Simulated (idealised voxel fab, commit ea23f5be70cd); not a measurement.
The following process module bears the name voxel fin reveal.
FYI the section here is cut, 175 nm wide, cells are 5 nm squares.
This document writes a cross-section as a grid whose cells are square, and gives it as bands, listed from the top down; one or more rows of cells form a band. This entry defines a band. It first specifies the height of the band's top and the height of its bottom in nm, and then specifies the band's materials from left to right, stating each material with its width in nm. The word "all across" identifies a single material that fills the band from edge to edge, while the word "blank" identifies empty space. Note: height 0 marks the level under which the wafer is uniformly one material as received. Lowest band unbounded below, written "0 down". With a width like "30..40", each row of cells in the band differs from the next by the same amount, the top row carrying the first number and the bottom row the second. "no alteration" after a step means that no cell of the cross-section changed. The entry titled "Closed void inventory" provides the empty spaces that have no open way to the top, restricted to those of 8 cells or more. Each is presented as width x height at distance, the distance being measured from the left edge, with all three in nm. Text after the settings on a step's line: the simulator's own remark on that step. Regarding "overlay nm": on a step with a mask, it is the distance the mask lay to the right of its planned place; a negative value places it to the left.
-- The steps planned for the process are as follows
- 1: RECEIVE, material Si
- 2: CONFORMAL_DEP, material SiN, thk nm 5
- 3: MASKED_ETCH, tone cover, mask id FINS, width nm 15, pitch nm 40, etch materials SiN, depth nm 5, overlay nm 0
- 4: MASKED_ETCH, tone cover, mask id FINS, width nm 15, pitch nm 40, etch materials Si, depth nm 30, overlay nm 0
- 5: FILL_DEP, material SiO2, thk nm 10
- 6: CMP, height nm 5
- 7: SELECTIVE_ETCH, etch materials SiO2, depth nm 25
- 8: STRIP, etch materials SiN
Among the wafers covered here, the point of difference is the width nm at step 4; their starting state is shared, and the plan presents the value of the first wafer.
-- First wafer of several, as received: cross-section after step 1
	0 down  Si all across
	Closed void inventory: none
-- The cross-section of the first of several wafers is given below for the end of the module, after its final step, step 8
	0 to -20  blank (40) | Si (15) | blank (25) | Si (15) | blank (25) | Si (15) | blank (40)
	-20 to -30  SiO2 (40) | Si (15) | SiO2 (25) | Si (15) | SiO2 (25) | Si (15) | SiO2 (40)
	-30 down  Si all across
	Closed void inventory: none
-- Final wafer of several, shown in cross-section at the end of the module
	0 to -20  blank (35) | Si (25) | blank (15) | Si (25) | blank (15) | Si (25) | blank (35)
	-20 to -30  SiO2 (35) | Si (25) | SiO2 (15) | Si (25) | SiO2 (15) | Si (25) | SiO2 (35)
	-30 down  Si all across
	Closed void inventory: none
-- So in this table every wafer gets its own row, and what you see is where it stands at the end of the module: for each material, how many cells it picked up (+) or gave up (-) since we received it, and after that its closed voids
width nm 15, -156 Si, +52 SiO2, Closed void inventory: none
width nm 20, -138 Si, +46 SiO2, Closed void inventory: none
width nm 25, -120 Si, +40 SiO2, Closed void inventory: none
